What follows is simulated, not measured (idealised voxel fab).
voxel lift off: a process module
Section shown: cut. Width: 285 nm. Cell size: 5 nm, square.
If you're reading a cross-section in this doc, picture square cells in a grid; it comes to you as bands, top ones listed first down to the bottom, and a band can be one or more rows of cells. Read a band's entry like this: the first values are the height of its top and the height of its bottom in nm, and what follows is the sequence of materials from left to right, each with its width in nm. Note that "empty" is empty space, and that a single material marked "throughout" reaches across the band from edge to edge. Convention: height 0 is the level below which the wafer, as received, is all one material. The lowest band does not terminate at the bottom but continues downward, represented as "0 -> down". Read "30 to 40" as a graded width: first number on top, second number at the bottom, same change between each pair of neighbouring rows. No cell of the cross-section changed in a step that is given as "remained unchanged". So "Enclosed internal cavities" is basically the list of trapped voids: any empty space of 8 cells or more that can't reach the top through an opening. They're written width x height at distance, the distance being from the left edge, and it's all nm. The remark found on a step's line after its settings is issued by the simulator itself and pertains to that step. overlay nm: where the mask lay relative to plan, measured to the right, on steps with a mask; negatives go left.

**Intended process steps**
- 1: RECEIVE,material Si
- 2: CONFORMAL_DEP,material Al2O3,thk nm 15
- 3: PATTERN,tone open,mask id LINES,material resist,width nm 20,pitch nm 40,thk nm 30,overlay nm 0
- 4: DIRECTIONAL_DEP,material Ru,thk nm 15
- 5: STRIP,etch materials resist
- 6: CONFORMAL_DEP,material SiO2,thk nm 5

**First of two wafers, with the run carried out as planned**

**As received (post step 1): cross-section**
- 0 -> down | Si throughout
- Enclosed internal cavities: none

**Wafer section view after processing step 2**
- 15 -> 0 | Al2O3 throughout
- Heights below 0 show no change.

**Wafer section view after processing step 3**
- 45 -> 15 | resist=70 / empty=20 / resist=20 / empty=20 / resist=20 / empty=20 / resist=20 / empty=20 / resist=75
- Heights below 15 show no change.

**Wafer section view after processing step 4**
- 60 -> 45 | Ru=70 / empty=20 / Ru=20 / empty=20 / Ru=20 / empty=20 / Ru=20 / empty=20 / Ru=75
- 45 -> 30 | resist=70 / empty=20 / resist=20 / empty=20 / resist=20 / empty=20 / resist=20 / empty=20 / resist=75
- 30 -> 15 | resist=70 / Ru=20 / resist=20 / Ru=20 / resist=20 / Ru=20 / resist=20 / Ru=20 / resist=75
- Heights below 15 show no change.

**Wafer section view after processing step 5**
- 30 -> 15 | empty=70 / Ru=20 / empty=20 / Ru=20 / empty=20 / Ru=20 / empty=20 / Ru=20 / empty=75
- Heights below 15 show no change.

**Wafer section view after processing step 6**
- 35 -> 30 | empty=65 / SiO2=30 / empty=10 / SiO2=30 / empty=10 / SiO2=30 / empty=10 / SiO2=30 / empty=70
- 30 -> 20 | empty=65 / SiO2=5 / Ru=20 / SiO2=5 / empty=10 / SiO2=5 / Ru=20 / SiO2=5 / empty=10 / SiO2=5 / Ru=20 / SiO2=5 / empty=10 / SiO2=5 / Ru=20 / SiO2=5 / empty=70
- 20 -> 15 | SiO2=70 / Ru=20 / SiO2=20 / Ru=20 / SiO2=20 / Ru=20 / SiO2=20 / Ru=20 / SiO2=75
- Heights below 15 show no change.

**Second wafer, same starting conditions and recipe as the first, one mistake in executing it, nothing differs from the first up to and including step 3**

**Second wafer, sectioned view, at step 4's planned end time**
- 65 -> 45 | Ru=70 / empty=20 / Ru=20 / empty=20 / Ru=20 / empty=20 / Ru=20 / empty=20 / Ru=75
- 45 -> 35 | resist=70 / empty=20 / resist=20 / empty=20 / resist=20 / empty=20 / resist=20 / empty=20 / resist=75
- 35 -> 15 | resist=70 / Ru=20 / resist=20 / Ru=20 / resist=20 / Ru=20 / resist=20 / Ru=20 / resist=75
- Heights below 15 show no change.

**Second wafer, sectioned view, at step 5's planned end time**
- 35 -> 15 | empty=70 / Ru=20 / empty=20 / Ru=20 / empty=20 / Ru=20 / empty=20 / Ru=20 / empty=75
- Heights below 15 show no change.

**Second wafer, sectioned view, at step 6's planned end time**
- 40 -> 35 | empty=65 / SiO2=30 / empty=10 / SiO2=30 / empty=10 / SiO2=30 / empty=10 / SiO2=30 / empty=70
- 35 -> 20 | empty=65 / SiO2=5 / Ru=20 / SiO2=5 / empty=10 / SiO2=5 / Ru=20 / SiO2=5 / empty=10 / SiO2=5 / Ru=20 / SiO2=5 / empty=10 / SiO2=5 / Ru=20 / SiO2=5 / empty=70
- 20 -> 15 | SiO2=70 / Ru=20 / SiO2=20 / Ru=20 / SiO2=20 / Ru=20 / SiO2=20 / Ru=20 / SiO2=75
- Heights below 15 show no change.
So what did we get wrong on this run? step 4 went in with a setting other than planned; the actual run was DIRECTIONAL_DEP,material Ru,thk nm 20
Materials where the second wafer ends with more or fewer cells than the first: Ru: 16 more | SiO2: 8 more
